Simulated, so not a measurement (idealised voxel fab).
A process module follows: voxel capacitor over wiring.
Cross-sectional view cut (width: 255 nm; square cell size: 5 nm).
Just so we're on the same page, the cross-sections are grids of square cells, and they're listed out in bands top to bottom, each band one or more rows deep. Quick guide to a band line: top height, bottom height (nm) up front; then every material left to right with its width in nm. Only one material and it's marked "everywhere"? Then it fills the band edge to edge. And "air" just means empty space. Height is counted from the level 0, under which the received wafer is composed throughout of one material. The lowest of the bands is not closed at the bottom but continues downward, in the notation "0 -> down". Think of "30->40" as a width that walks from the first number to the second as you go down the band, top row to bottom row, taking equal-sized steps from row to row. You'll sometimes find "remained unchanged" written for a step, and that's the way of saying that nowhere in the cross-section did a cell change during that step. In "Enclosed void listing" the enclosed voids are listed, meaning empty spaces of 8 cells or larger without any opening to the top. The form is width x height at distance, distance from the left edge, units nm. It should be noted that, on the line of a given step, the content following the step's settings is a remark produced by the simulator itself with respect to that step. The setting "overlay nm" may be written on the line of a step. When the step uses a mask, the value reports how far to the right of the planned place the mask lay, and a negative value reports that it lay to the left. What follows is a series of pairs. Each pair shows a cross-section before one process step and the cross-section after it, and the after view is drawn only down to the lowest band that changed. Beneath each pair is the step that lies between the two, with its settings. Pairs may come from different runs of this module on the same starting wafer, so a pair continues from the one above it only where its entry headed "Geometry before processing" says so.

# Geometry before processing
    0 -> down = Si everywhere
    Enclosed void listing: none

# Post-Step Section View
    15 -> 0 = SiO2 everywhere
    Whatever lies below 0 is exactly as it was before.
    Enclosed void listing: none
The two cross-sections above bracket this step: CONFORMAL_DEP, material SiO2, thk nm 15

Geometry before processing: same picture as after in the pair right above, so we don't repeat it.

# Post-Step Section View
    20 -> 15 = SiN everywhere
    Whatever lies below 15 is exactly as it was before.
    Enclosed void listing: none
The two cross-sections above bracket this step: CONFORMAL_DEP, material SiN, thk nm 5

Geometry before processing: same picture as after in the pair right above, so we don't repeat it.

# Post-Step Section View
    45 -> 20 = lowk everywhere
    Whatever lies below 20 is exactly as it was before.
    Enclosed void listing: none
The two cross-sections above bracket this step: DIRECTIONAL_DEP, material lowk, thk nm 25

Geometry before processing: same picture as after in the pair right above, so we don't repeat it.

# Post-Step Section View
    55 -> 45 = aC everywhere
    Whatever lies below 45 is exactly as it was before.
    Enclosed void listing: none
The two cross-sections above bracket this step: DIRECTIONAL_DEP, material aC, thk nm 10

Geometry before processing: same picture as after in the pair right above, so we don't repeat it.

# Post-Step Section View
    80 -> 55 = 65 of resist; 25 of air; 70 of resist; 25 of air; 70 of resist
    Whatever lies below 55 is exactly as it was before.
    Enclosed void listing: none
The two cross-sections above bracket this step: PATTERN, tone open, mask id METAL_1, material resist, width nm 25, pitch nm 95, thk nm 25, overlay nm 0

Geometry before processing: same picture as after in the pair right above, so we don't repeat it.

# Post-Step Section View
    70 -> 55 = 65 of resist; 25 of air; 70 of resist; 25 of air; 70 of resist
    55 -> 45 = 65 of aC; 25 of air; 70 of aC; 25 of air; 70 of aC
    Whatever lies below 45 is exactly as it was before.
    Enclosed void listing: none
The two cross-sections above bracket this step: DIRECTIONAL_ETCH, etch materials aC, depth nm 10

Geometry before processing: same picture as after in the pair right above, so we don't repeat it.

# Post-Step Section View
    55 -> 45 = 65 of aC; 25 of air; 70 of aC; 25 of air; 70 of aC
    Whatever lies below 45 is exactly as it was before.
    Enclosed void listing: none
The two cross-sections above bracket this step: STRIP, etch materials resist

Geometry before processing: same picture as after in the pair right above, so we don't repeat it.

# Post-Step Section View
    55 -> 45 = 65 of aC; 25 of air; 70 of aC; 25 of air; 70 of aC
    45 -> 20 = 65 of lowk; 25 of air; 70 of lowk; 25 of air; 70 of lowk
    Whatever lies below 20 is exactly as it was before.
    Enclosed void listing: none
The two cross-sections above bracket this step: DIRECTIONAL_ETCH, etch materials lowk, depth nm 25

Geometry before processing: same picture as after in the pair right above, so we don't repeat it.

# Post-Step Section View
    55 -> 45 = 65 of aC; 25 of air; 70 of aC; 25 of air; 70 of aC
    45 -> 20 = 65 of lowk; 25 of air; 70 of lowk; 25 of air; 70 of lowk
    20 -> 15 = 65 of SiN; 25 of air; 70 of SiN; 25 of air; 70 of SiN
    Whatever lies below 15 is exactly as it was before.
    Enclosed void listing: none
The two cross-sections above bracket this step: DIRECTIONAL_ETCH, etch materials SiN, depth nm 5

Geometry before processing: same picture as after in the pair right above, so we don't repeat it.

# Post-Step Section View
    45 -> 20 = 65 of lowk; 25 of air; 70 of lowk; 25 of air; 70 of lowk
    Whatever lies below 20 is exactly as it was before.
    Enclosed void listing: none
The two cross-sections above bracket this step: STRIP, etch materials aC

Geometry before processing: same picture as after in the pair right above, so we don't repeat it.

# Post-Step Section View
    50 -> 45 = 70 of TiN; 15 of air; 80 of TiN; 15 of air; 75 of TiN
    45 -> 20 = 65 of lowk; 5 of TiN; 15 of air; 5 of TiN; 70 of lowk; 5 of TiN; 15 of air; 5 of TiN; 70 of lowk
    20 -> 15 = 65 of SiN; 25 of TiN; 70 of SiN; 25 of TiN; 70 of SiN
    Whatever lies below 15 is exactly as it was before.
    Enclosed void listing: none
The two cross-sections above bracket this step: CONFORMAL_DEP, material TiN, thk nm 5

Geometry before processing: same picture as after in the pair right above, so we don't repeat it.

# Post-Step Section View
    60 -> 50 = Cu everywhere
    50 -> 45 = 70 of TiN; 15 of Cu; 80 of TiN; 15 of Cu; 75 of TiN
    45 -> 20 = 65 of lowk; 5 of TiN; 15 of Cu; 5 of TiN; 70 of lowk; 5 of TiN; 15 of Cu; 5 of TiN; 70 of lowk
    Whatever lies below 20 is exactly as it was before.
    Enclosed void listing: none
The two cross-sections above bracket this step: FILL_DEP, material Cu, thk nm 10

Geometry before processing: same picture as after in the pair right above, so we don't repeat it.

# Post-Step Section View
    45 -> 20 = 65 of lowk; 5 of TiN; 15 of Cu; 5 of TiN; 70 of lowk; 5 of TiN; 15 of Cu; 5 of TiN; 70 of lowk
    Whatever lies below 20 is exactly as it was before.
    Enclosed void listing: none
The two cross-sections above bracket this step: CMP, height nm 45

Geometry before processing: same picture as after in the pair right above, so we don't repeat it.

# Post-Step Section View
    50 -> 45 = SiCN everywhere
    Whatever lies below 45 is exactly as it was before.
    Enclosed void listing: none
The two cross-sections above bracket this step: CONFORMAL_DEP, material SiCN, thk nm 5

Geometry before processing: same picture as after in the pair right above, so we don't repeat it.

# Post-Step Section View
    60 -> 50 = SiO2 everywhere
    Whatever lies below 50 is exactly as it was before.
    Enclosed void listing: none
The two cross-sections above bracket this step: DIRECTIONAL_DEP, material SiO2, thk nm 10

Geometry before processing: same picture as after in the pair right above, so we don't repeat it.

# Post-Step Section View
    75 -> 60 = 75 of resist; 15 of air; 165 of resist
    Whatever lies below 60 is exactly as it was before.
    Enclosed void listing: none
The two cross-sections above bracket this step: PATTERN, tone open, mask id PLUG_1, material resist, width nm 15, thk nm 15, overlay nm 0

Geometry before processing: same picture as after in the pair right above, so we don't repeat it.

# Post-Step Section View
    75 -> 60 = 75 of resist; 15 of air; 165 of resist
    60 -> 50 = 75 of SiO2; 15 of air; 165 of SiO2
    Whatever lies below 50 is exactly as it was before.
    Enclosed void listing: none
The two cross-sections above bracket this step: DIRECTIONAL_ETCH, etch materials SiO2, depth nm 10

Geometry before processing: same picture as after in the pair right above, so we don't repeat it.

# Post-Step Section View
    75 -> 60 = 75 of resist; 15 of air; 165 of resist
    60 -> 50 = 75 of SiO2; 15 of air; 165 of SiO2
    50 -> 45 = 75 of SiCN; 15 of air; 165 of SiCN
    Whatever lies below 45 is exactly as it was before.
    Enclosed void listing: none
The two cross-sections above bracket this step: DIRECTIONAL_ETCH, etch materials SiCN, depth nm 5

Geometry before processing: same picture as after in the pair right above, so we don't repeat it.

# Post-Step Section View
    60 -> 50 = 75 of SiO2; 15 of air; 165 of SiO2
    Whatever lies below 50 is exactly as it was before.
    Enclosed void listing: none
The two cross-sections above bracket this step: STRIP, etch materials resist

Geometry before processing: same picture as after in the pair right above, so we don't repeat it.

# Post-Step Section View
    65 -> 60 = 80 of TiN; 5 of air; 170 of TiN
    60 -> 50 = 75 of SiO2; 5 of TiN; 5 of air; 5 of TiN; 165 of SiO2
    50 -> 45 = 75 of SiCN; 15 of TiN; 165 of SiCN
    Whatever lies below 45 is exactly as it was before.
    Enclosed void listing: none
The two cross-sections above bracket this step: CONFORMAL_DEP, material TiN, thk nm 5

Geometry before processing: same picture as after in the pair right above, so we don't repeat it.

# Post-Step Section View
    75 -> 65 = W everywhere
    65 -> 60 = 80 of TiN; 5 of W; 170 of TiN
    60 -> 50 = 75 of SiO2; 5 of TiN; 5 of W; 5 of TiN; 165 of SiO2
    Whatever lies below 50 is exactly as it was before.
    Enclosed void listing: none
The two cross-sections above bracket this step: FILL_DEP, material W, thk nm 10

Geometry before processing: same picture as after in the pair right above, so we don't repeat it.

# Post-Step Section View
    60 -> 50 = 75 of SiO2; 5 of TiN; 5 of W; 5 of TiN; 165 of SiO2
    Whatever lies below 50 is exactly as it was before.
    Enclosed void listing: none
The two cross-sections above bracket this step: CMP, height nm 60

Geometry before processing: same picture as after in the pair right above, so we don't repeat it.

# Post-Step Section View
    70 -> 60 = TiN everywhere
    Whatever lies below 60 is exactly as it was before.
    Enclosed void listing: none
The two cross-sections above bracket this step: DIRECTIONAL_DEP, material TiN, thk nm 10

Geometry before processing: same picture as after in the pair right above, so we don't repeat it.

# Post-Step Section View
    75 -> 70 = SiN everywhere
    Whatever lies below 70 is exactly as it was before.
    Enclosed void listing: none
The two cross-sections above bracket this step: DIRECTIONAL_DEP, material SiN, thk nm 5

Geometry before processing: same picture as after in the pair right above, so we don't repeat it.

# Post-Step Section View
    85 -> 75 = TiN everywhere
    Whatever lies below 75 is exactly as it was before.
    Enclosed void listing: none
The two cross-sections above bracket this step: DIRECTIONAL_DEP, material TiN, thk nm 10

Geometry before processing: same picture as after in the pair right above, so we don't repeat it.

# Post-Step Section View
    95 -> 85 = aC everywhere
    Whatever lies below 85 is exactly as it was before.
    Enclosed void listing: none
The two cross-sections above bracket this step: DIRECTIONAL_DEP, material aC, thk nm 10

Geometry before processing: same picture as after in the pair right above, so we don't repeat it.

# Post-Step Section View
    120 -> 95 = 75 of air; 75 of resist; 105 of air
    Whatever lies below 95 is exactly as it was before.
    Enclosed void listing: none
The two cross-sections above bracket this step: PATTERN, tone cover, mask id UPPER_PLATE, material resist, width nm 75, thk nm 25, overlay nm 0

Geometry before processing: same picture as after in the pair right above, so we don't repeat it.

# Post-Step Section View
    110 -> 95 = 75 of air; 75 of resist; 105 of air
    95 -> 85 = 75 of air; 75 of aC; 105 of air
    Whatever lies below 85 is exactly as it was before.
    Enclosed void listing: none
The two cross-sections above bracket this step: DIRECTIONAL_ETCH, etch materials aC, depth nm 10

Geometry before processing: same picture as after in the pair right above, so we don't repeat it.

# Post-Step Section View
    95 -> 85 = 75 of air; 75 of aC; 105 of air
    Whatever lies below 85 is exactly as it was before.
    Enclosed void listing: none
The two cross-sections above bracket this step: STRIP, etch materials resist

Geometry before processing: same picture as after in the pair right above, so we don't repeat it.

# Post-Step Section View
    95 -> 85 = 75 of air; 75 of aC; 105 of air
    85 -> 75 = 75 of air; 75 of TiN; 105 of air
    Whatever lies below 75 is exactly as it was before.
    Enclosed void listing: none
The two cross-sections above bracket this step: DIRECTIONAL_ETCH, etch materials TiN, depth nm 10

Geometry before processing: same picture as after in the pair right above, so we don't repeat it.

# Post-Step Section View
    95 -> 85 = 75 of air; 75 of aC; 105 of air
    85 -> 75 = 75 of air; 75 of TiN; 105 of air
    75 -> 70 = 75 of air; 75 of SiN; 105 of air
    Whatever lies below 70 is exactly as it was before.
    Enclosed void listing: none
The two cross-sections above bracket this step: DIRECTIONAL_ETCH, etch materials SiN, depth nm 5

Geometry before processing: same picture as after in the pair right above, so we don't repeat it.

# Post-Step Section View
    85 -> 75 = 75 of air; 75 of TiN; 105 of air
    Whatever lies below 75 is exactly as it was before.
    Enclosed void listing: none
The two cross-sections above bracket this step: STRIP, etch materials aC

Geometry before processing: same picture as after in the pair right above, so we don't repeat it.

# Post-Step Section View
    100 -> 85 = 75 of air; 75 of aC; 105 of air
    85 -> 75 = 75 of aC; 75 of TiN; 105 of aC
    75 -> 70 = 75 of aC; 75 of SiN; 105 of aC
    Whatever lies below 70 is exactly as it was before.
    Enclosed void listing: none
The two cross-sections above bracket this step: DIRECTIONAL_DEP, material aC, thk nm 15

Geometry before processing: same picture as after in the pair right above, so we don't repeat it.

# Post-Step Section View
    130 -> 100 = 70 of air; 85 of resist; 100 of air
    100 -> 85 = 70 of air; 5 of resist; 75 of aC; 5 of resist; 100 of air
    Whatever lies below 85 is exactly as it was before.
    Enclosed void listing: none
The two cross-sections above bracket this step: PATTERN, tone cover, mask id LOWER_PLATE, material resist, width nm 85, thk nm 30, overlay nm 0

Geometry before processing: same picture as after in the pair right above, so we don't repeat it.

# Post-Step Section View
    115 -> 100 = 70 of air; 85 of resist; 100 of air
    100 -> 85 = 70 of air; 5 of resist; 75 of aC; 5 of resist; 100 of air
    85 -> 75 = 70 of air; 5 of aC; 75 of TiN; 5 of aC; 100 of air
    75 -> 70 = 70 of air; 5 of aC; 75 of SiN; 5 of aC; 100 of air
    Whatever lies below 70 is exactly as it was before.
    Enclosed void listing: none
The two cross-sections above bracket this step: DIRECTIONAL_ETCH, etch materials aC, depth nm 15

Geometry before processing: same picture as after in the pair right above, so we don't repeat it.

# Post-Step Section View
    100 -> 85 = 75 of air; 75 of aC; 105 of air
    Whatever lies below 85 is exactly as it was before.
    Enclosed void listing: none
The two cross-sections above bracket this step: STRIP, etch materials resist

Geometry before processing: same picture as after in the pair right above, so we don't repeat it.

# Post-Step Section View
    100 -> 85 = 75 of air; 75 of aC; 105 of air
    85 -> 75 = 70 of air; 5 of aC; 75 of TiN; 5 of aC; 100 of air
    75 -> 70 = 70 of air; 5 of aC; 75 of SiN; 5 of aC; 100 of air
    70 -> 60 = 70 of air; 85 of TiN; 100 of air
    Whatever lies below 60 is exactly as it was before.
    Enclosed void listing: none
The two cross-sections above bracket this step: DIRECTIONAL_ETCH, etch materials TiN, depth nm 10

Geometry before processing: same picture as after in the pair right above, so we don't repeat it.

# Post-Step Section View
    85 -> 75 = 75 of air; 75 of TiN; 105 of air
    75 -> 70 = 75 of air; 75 of SiN; 105 of air
    Whatever lies below 70 is exactly as it was before.
    Enclosed void listing: none
The two cross-sections above bracket this step: STRIP, etch materials aC

Geometry before processing: same picture as after in the pair right above, so we don't repeat it.

# Post-Step Section View
    100 -> 85 = SiO2 everywhere
    85 -> 75 = 75 of SiO2; 75 of TiN; 105 of SiO2
    75 -> 70 = 75 of SiO2; 75 of SiN; 105 of SiO2
    70 -> 60 = 70 of SiO2; 85 of TiN; 100 of SiO2
    Whatever lies below 60 is exactly as it was before.
    Enclosed void listing: none
The two cross-sections above bracket this step: FILL_DEP, material SiO2, thk nm 15

Geometry before processing: same picture as after in the pair right above, so we don't repeat it.

# Post-Step Section View
    95 -> 85 = SiO2 everywhere
    Whatever lies below 85 is exactly as it was before.
    Enclosed void listing: none
The two cross-sections above bracket this step: CMP, height nm 95

Geometry before processing: same picture as after in the pair right above, so we don't repeat it.

# Post-Step Section View
    105 -> 95 = aC everywhere
    Whatever lies below 95 is exactly as it was before.
    Enclosed void listing: none
The two cross-sections above bracket this step: DIRECTIONAL_DEP, material aC, thk nm 10

Geometry before processing: same picture as after in the pair right above, so we don't repeat it.

# Post-Step Section View
    130 -> 105 = 85 of resist; 15 of air; 155 of resist
    Whatever lies below 105 is exactly as it was before.
    Enclosed void listing: none
The two cross-sections above bracket this step: PATTERN, tone open, mask id PLUG_2, material resist, width nm 15, thk nm 25, overlay nm 0

Geometry before processing: same picture as after in the pair right above, so we don't repeat it.

# Post-Step Section View
    120 -> 105 = 85 of resist; 15 of air; 155 of resist
    105 -> 95 = 85 of aC; 15 of air; 155 of aC
    Whatever lies below 95 is exactly as it was before.
    Enclosed void listing: none
The two cross-sections above bracket this step: DIRECTIONAL_ETCH, etch materials aC, depth nm 10

Geometry before processing: same picture as after in the pair right above, so we don't repeat it.

# Post-Step Section View
    105 -> 95 = 85 of aC; 15 of air; 155 of aC
    Whatever lies below 95 is exactly as it was before.
    Enclosed void listing: none
The two cross-sections above bracket this step: STRIP, etch materials resist

Geometry before processing: same picture as after in the pair right above, so we don't repeat it.

# Post-Step Section View
    105 -> 95 = 85 of aC; 15 of air; 155 of aC
    95 -> 85 = 85 of SiO2; 15 of air; 155 of SiO2
    Whatever lies below 85 is exactly as it was before.
    Enclosed void listing: none
The two cross-sections above bracket this step: DIRECTIONAL_ETCH, etch materials SiO2, depth nm 10

Geometry before processing: same picture as after in the pair right above, so we don't repeat it.

# Post-Step Section View
    95 -> 85 = 85 of SiO2; 15 of air; 155 of SiO2
    Whatever lies below 85 is exactly as it was before.
    Enclosed void listing: none
The two cross-sections above bracket this step: STRIP, etch materials aC

Geometry before processing: same picture as after in the pair right above, so we don't repeat it.

# Post-Step Section View
    100 -> 95 = 90 of TiN; 5 of air; 160 of TiN
    95 -> 90 = 85 of SiO2; 5 of TiN; 5 of air; 5 of TiN; 155 of SiO2
    90 -> 85 = 85 of SiO2; 15 of TiN; 155 of SiO2
    Whatever lies below 85 is exactly as it was before.
    Enclosed void listing: none
The two cross-sections above bracket this step: CONFORMAL_DEP, material TiN, thk nm 5

Geometry before processing: same picture as after in the pair right above, so we don't repeat it.

# Post-Step Section View
    105 -> 100 = Cu everywhere
    100 -> 95 = 90 of TiN; 5 of Cu; 160 of TiN
    95 -> 90 = 85 of SiO2; 5 of TiN; 5 of Cu; 5 of TiN; 155 of SiO2
    Whatever lies below 90 is exactly as it was before.
    Enclosed void listing: none
The two cross-sections above bracket this step: FILL_DEP, material Cu, thk nm 5

Geometry before processing: same picture as after in the pair right above, so we don't repeat it.

# Post-Step Section View
    95 -> 90 = 85 of SiO2; 5 of TiN; 5 of Cu; 5 of TiN; 155 of SiO2
    Whatever lies below 90 is exactly as it was before.
    Enclosed void listing: none
The two cross-sections above bracket this step: CMP, height nm 95

Geometry before processing: same picture as after in the pair right above, so we don't repeat it.

# Post-Step Section View
    100 -> 95 = SiN everywhere
    Whatever lies below 95 is exactly as it was before.
    Enclosed void listing: none
The two cross-sections above bracket this step: CONFORMAL_DEP, material SiN, thk nm 5

# Geometry before processing
    70 -> 60 = TiN everywhere
    60 -> 50 = 75 of SiO2; 5 of TiN; 5 of W; 5 of TiN; 165 of SiO2
    50 -> 45 = 75 of SiCN; 15 of TiN; 165 of SiCN
    45 -> 20 = 65 of lowk; 5 of TiN; 15 of Cu; 5 of TiN; 70 of lowk; 5 of TiN; 15 of Cu; 5 of TiN; 70 of lowk
    20 -> 15 = 65 of SiN; 25 of TiN; 70 of SiN; 25 of TiN; 70 of SiN
    15 -> 0 = SiO2 everywhere
    0 -> down = Si everywhere
    Enclosed void listing: none

# Post-Step Section View
    80 -> 60 = TiN everywhere
    Whatever lies below 60 is exactly as it was before.
    Enclosed void listing: none
The two cross-sections above bracket this step: DIRECTIONAL_DEP, material TiN, thk nm 10

Geometry before processing: same picture as after in the pair right above, so we don't repeat it.

# Post-Step Section View
    90 -> 80 = aC everywhere
    Whatever lies below 80 is exactly as it was before.
    Enclosed void listing: none
The two cross-sections above bracket this step: DIRECTIONAL_DEP, material aC, thk nm 10

Geometry before processing: same picture as after in the pair right above, so we don't repeat it.

# Post-Step Section View
    115 -> 90 = 75 of air; 75 of resist; 105 of air
    Whatever lies below 90 is exactly as it was before.
    Enclosed void listing: none
The two cross-sections above bracket this step: PATTERN, tone cover, mask id UPPER_PLATE, material resist, width nm 75, thk nm 25, overlay nm 0

Geometry before processing: same picture as after in the pair right above, so we don't repeat it.

# Post-Step Section View
    105 -> 90 = 75 of air; 75 of resist; 105 of air
    90 -> 80 = 75 of air; 75 of aC; 105 of air
    Whatever lies below 80 is exactly as it was before.
    Enclosed void listing: none
The two cross-sections above bracket this step: DIRECTIONAL_ETCH, etch materials aC, depth nm 10

Geometry before processing: same picture as after in the pair right above, so we don't repeat it.

# Post-Step Section View
    90 -> 80 = 75 of air; 75 of aC; 105 of air
    Whatever lies below 80 is exactly as it was before.
    Enclosed void listing: none
The two cross-sections above bracket this step: STRIP, etch materials resist

Geometry before processing: same picture as after in the pair right above, so we don't repeat it.

# Post-Step Section View
    90 -> 80 = 75 of air; 75 of aC; 105 of air
    80 -> 70 = 75 of air; 75 of TiN; 105 of air
    Whatever lies below 70 is exactly as it was before.
    Enclosed void listing: none
The two cross-sections above bracket this step: DIRECTIONAL_ETCH, etch materials TiN, depth nm 10

Geometry before processing: same picture as after in the pair right above, so we don't repeat it.

# Post-Step Section View
    80 -> 70 = 75 of air; 75 of TiN; 105 of air
    Whatever lies below 70 is exactly as it was before.
    Enclosed void listing: none
The two cross-sections above bracket this step: STRIP, etch materials aC

Geometry before processing: same picture as after in the pair right above, so we don't repeat it.

# Post-Step Section View
    95 -> 85 = 75 of air; 75 of aC; 105 of air
    85 -> 80 = aC everywhere
    80 -> 70 = 75 of aC; 75 of TiN; 105 of aC
    Whatever lies below 70 is exactly as it was before.
    Enclosed void listing: none
The two cross-sections above bracket this step: DIRECTIONAL_DEP, material aC, thk nm 15

Geometry before processing: same picture as after in the pair right above, so we don't repeat it.

# Post-Step Section View
    125 -> 95 = 70 of air; 85 of resist; 100 of air
    95 -> 85 = 70 of air; 5 of resist; 75 of aC; 5 of resist; 100 of air
    Whatever lies below 85 is exactly as it was before.
    Enclosed void listing: none
The two cross-sections above bracket this step: PATTERN, tone cover, mask id LOWER_PLATE, material resist, width nm 85, thk nm 30, overlay nm 0

Geometry before processing: same picture as after in the pair right above, so we don't repeat it.

# Post-Step Section View
    110 -> 95 = 70 of air; 85 of resist; 100 of air
    95 -> 85 = 70 of air; 5 of resist; 75 of aC; 5 of resist; 100 of air
    85 -> 80 = 70 of air; 85 of aC; 100 of air
    80 -> 70 = 70 of air; 5 of aC; 75 of TiN; 5 of aC; 100 of air
    Whatever lies below 70 is exactly as it was before.
    Enclosed void listing: none
The two cross-sections above bracket this step: DIRECTIONAL_ETCH, etch materials aC, depth nm 15

Geometry before processing: same picture as after in the pair right above, so we don't repeat it.

# Post-Step Section View
    95 -> 85 = 75 of air; 75 of aC; 105 of air
    Whatever lies below 85 is exactly as it was before.
    Enclosed void listing: none
The two cross-sections above bracket this step: STRIP, etch materials resist

Geometry before processing: same picture as after in the pair right above, so we don't repeat it.

# Post-Step Section View
    95 -> 85 = 75 of air; 75 of aC; 105 of air
    85 -> 80 = 70 of air; 85 of aC; 100 of air
    80 -> 70 = 70 of air; 5 of aC; 75 of TiN; 5 of aC; 100 of air
    70 -> 60 = 70 of air; 85 of TiN; 100 of air
    Whatever lies below 60 is exactly as it was before.
    Enclosed void listing: none
The two cross-sections above bracket this step: DIRECTIONAL_ETCH, etch materials TiN, depth nm 10

Geometry before processing: same picture as after in the pair right above, so we don't repeat it.

# Post-Step Section View
    80 -> 70 = 75 of air; 75 of TiN; 105 of air
    Whatever lies below 70 is exactly as it was before.
    Enclosed void listing: none
The two cross-sections above bracket this step: STRIP, etch materials aC

Geometry before processing: same picture as after in the pair right above, so we don't repeat it.

# Post-Step Section View
    95 -> 80 = SiO2 everywhere
    80 -> 70 = 75 of SiO2; 75 of TiN; 105 of SiO2
    70 -> 60 = 70 of SiO2; 85 of TiN; 100 of SiO2
    Whatever lies below 60 is exactly as it was before.
    Enclosed void listing: none
The two cross-sections above bracket this step: FILL_DEP, material SiO2, thk nm 15

Geometry before processing: same picture as after in the pair right above, so we don't repeat it.

# Post-Step Section View
    105 -> 95 = aC everywhere
    Whatever lies below 95 is exactly as it was before.
    Enclosed void listing: none
The two cross-sections above bracket this step: DIRECTIONAL_DEP, material aC, thk nm 10

Geometry before processing: same picture as after in the pair right above, so we don't repeat it.

# Post-Step Section View
    130 -> 105 = 85 of resist; 15 of air; 155 of resist
    Whatever lies below 105 is exactly as it was before.
    Enclosed void listing: none
The two cross-sections above bracket this step: PATTERN, tone open, mask id PLUG_2, material resist, width nm 15, thk nm 25, overlay nm 0

Geometry before processing: same picture as after in the pair right above, so we don't repeat it.

# Post-Step Section View
    120 -> 105 = 85 of resist; 15 of air; 155 of resist
    105 -> 95 = 85 of aC; 15 of air; 155 of aC
    Whatever lies below 95 is exactly as it was before.
    Enclosed void listing: none
The two cross-sections above bracket this step: DIRECTIONAL_ETCH, etch materials aC, depth nm 10

Geometry before processing: same picture as after in the pair right above, so we don't repeat it.

# Post-Step Section View
    105 -> 95 = 85 of aC; 15 of air; 155 of aC
    Whatever lies below 95 is exactly as it was before.
    Enclosed void listing: none
The two cross-sections above bracket this step: STRIP, etch materials resist

Geometry before processing: same picture as after in the pair right above, so we don't repeat it.

# Post-Step Section View
    105 -> 95 = 85 of aC; 15 of air; 155 of aC
    95 -> 85 = 85 of SiO2; 15 of air; 155 of SiO2
    Whatever lies below 85 is exactly as it was before.
    Enclosed void listing: none
The two cross-sections above bracket this step: DIRECTIONAL_ETCH, etch materials SiO2, depth nm 10

Geometry before processing: same picture as after in the pair right above, so we don't repeat it.

# Post-Step Section View
    95 -> 85 = 85 of SiO2; 15 of air; 155 of SiO2
    Whatever lies below 85 is exactly as it was before.
    Enclosed void listing: none
The two cross-sections above bracket this step: STRIP, etch materials aC

Geometry before processing: same picture as after in the pair right above, so we don't repeat it.

# Post-Step Section View
    100 -> 95 = 90 of TiN; 5 of air; 160 of TiN
    95 -> 90 = 85 of SiO2; 5 of TiN; 5 of air; 5 of TiN; 155 of SiO2
    90 -> 85 = 85 of SiO2; 15 of TiN; 155 of SiO2
    Whatever lies below 85 is exactly as it was before.
    Enclosed void listing: none
The two cross-sections above bracket this step: CONFORMAL_DEP, material TiN, thk nm 5

Geometry before processing: same picture as after in the pair right above, so we don't repeat it.

# Post-Step Section View
    105 -> 100 = Cu everywhere
    100 -> 95 = 90 of TiN; 5 of Cu; 160 of TiN
    95 -> 90 = 85 of SiO2; 5 of TiN; 5 of Cu; 5 of TiN; 155 of SiO2
    Whatever lies below 90 is exactly as it was before.
    Enclosed void listing: none
The two cross-sections above bracket this step: FILL_DEP, material Cu, thk nm 5

Geometry before processing: same picture as after in the pair right above, so we don't repeat it.

# Post-Step Section View
    95 -> 90 = 85 of SiO2; 5 of TiN; 5 of Cu; 5 of TiN; 155 of SiO2
    Whatever lies below 90 is exactly as it was before.
    Enclosed void listing: none
The two cross-sections above bracket this step: CMP, height nm 95

Geometry before processing: same picture as after in the pair right above, so we don't repeat it.

# Post-Step Section View
    100 -> 95 = SiN everywhere
    Whatever lies below 95 is exactly as it was before.
    Enclosed void listing: none
The two cross-sections above bracket this step: CONFORMAL_DEP, material SiN, thk nm 5

# Geometry before processing
    15 -> 0 = SiO2 everywhere
    0 -> down = Si everywhere
    Enclosed void listing: none

# Post-Step Section View
    30 -> 0 = SiO2 everywhere
    Whatever lies below 0 is exactly as it was before.
    Enclosed void listing: none
The two cross-sections above bracket this step: CONFORMAL_DEP, material SiO2, thk nm 15

Geometry before processing: same picture as after in the pair right above, so we don't repeat it.

# Post-Step Section View
    35 -> 30 = SiN everywhere
    Whatever lies below 30 is exactly as it was before.
    Enclosed void listing: none
The two cross-sections above bracket this step: CONFORMAL_DEP, material SiN, thk nm 5

Geometry before processing: same picture as after in the pair right above, so we don't repeat it.

# Post-Step Section View
    60 -> 35 = lowk everywhere
    Whatever lies below 35 is exactly as it was before.
    Enclosed void listing: none
The two cross-sections above bracket this step: DIRECTIONAL_DEP, material lowk, thk nm 25

Geometry before processing: same picture as after in the pair right above, so we don't repeat it.

# Post-Step Section View
    70 -> 60 = aC everywhere
    Whatever lies below 60 is exactly as it was before.
    Enclosed void listing: none
The two cross-sections above bracket this step: DIRECTIONAL_DEP, material aC, thk nm 10

Geometry before processing: same picture as after in the pair right above, so we don't repeat it.

# Post-Step Section View
    95 -> 70 = 65 of resist; 25 of air; 70 of resist; 25 of air; 70 of resist
    Whatever lies below 70 is exactly as it was before.
    Enclosed void listing: none
The two cross-sections above bracket this step: PATTERN, tone open, mask id METAL_1, material resist, width nm 25, pitch nm 95, thk nm 25, overlay nm 0

Geometry before processing: same picture as after in the pair right above, so we don't repeat it.

# Post-Step Section View
    85 -> 70 = 65 of resist; 25 of air; 70 of resist; 25 of air; 70 of resist
    70 -> 60 = 65 of aC; 25 of air; 70 of aC; 25 of air; 70 of aC
    Whatever lies below 60 is exactly as it was before.
    Enclosed void listing: none
The two cross-sections above bracket this step: DIRECTIONAL_ETCH, etch materials aC, depth nm 10

Geometry before processing: same picture as after in the pair right above, so we don't repeat it.

# Post-Step Section View
    70 -> 60 = 65 of aC; 25 of air; 70 of aC; 25 of air; 70 of aC
    Whatever lies below 60 is exactly as it was before.
    Enclosed void listing: none
The two cross-sections above bracket this step: STRIP, etch materials resist

Geometry before processing: same picture as after in the pair right above, so we don't repeat it.

# Post-Step Section View
    70 -> 60 = 65 of aC; 25 of air; 70 of aC; 25 of air; 70 of aC
    60 -> 35 = 65 of lowk; 25 of air; 70 of lowk; 25 of air; 70 of lowk
    Whatever lies below 35 is exactly as it was before.
    Enclosed void listing: none
The two cross-sections above bracket this step: DIRECTIONAL_ETCH, etch materials lowk, depth nm 25

Geometry before processing: same picture as after in the pair right above, so we don't repeat it.

# Post-Step Section View
    70 -> 60 = 65 of aC; 25 of air; 70 of aC; 25 of air; 70 of aC
    60 -> 35 = 65 of lowk; 25 of air; 70 of lowk; 25 of air; 70 of lowk
    35 -> 30 = 65 of SiN; 25 of air; 70 of SiN; 25 of air; 70 of SiN
    Whatever lies below 30 is exactly as it was before.
    Enclosed void listing: none
The two cross-sections above bracket this step: DIRECTIONAL_ETCH, etch materials SiN, depth nm 5

Geometry before processing: same picture as after in the pair right above, so we don't repeat it.

# Post-Step Section View
    60 -> 35 = 65 of lowk; 25 of air; 70 of lowk; 25 of air; 70 of lowk
    Whatever lies below 35 is exactly as it was before.
    Enclosed void listing: none
The two cross-sections above bracket this step: STRIP, etch materials aC
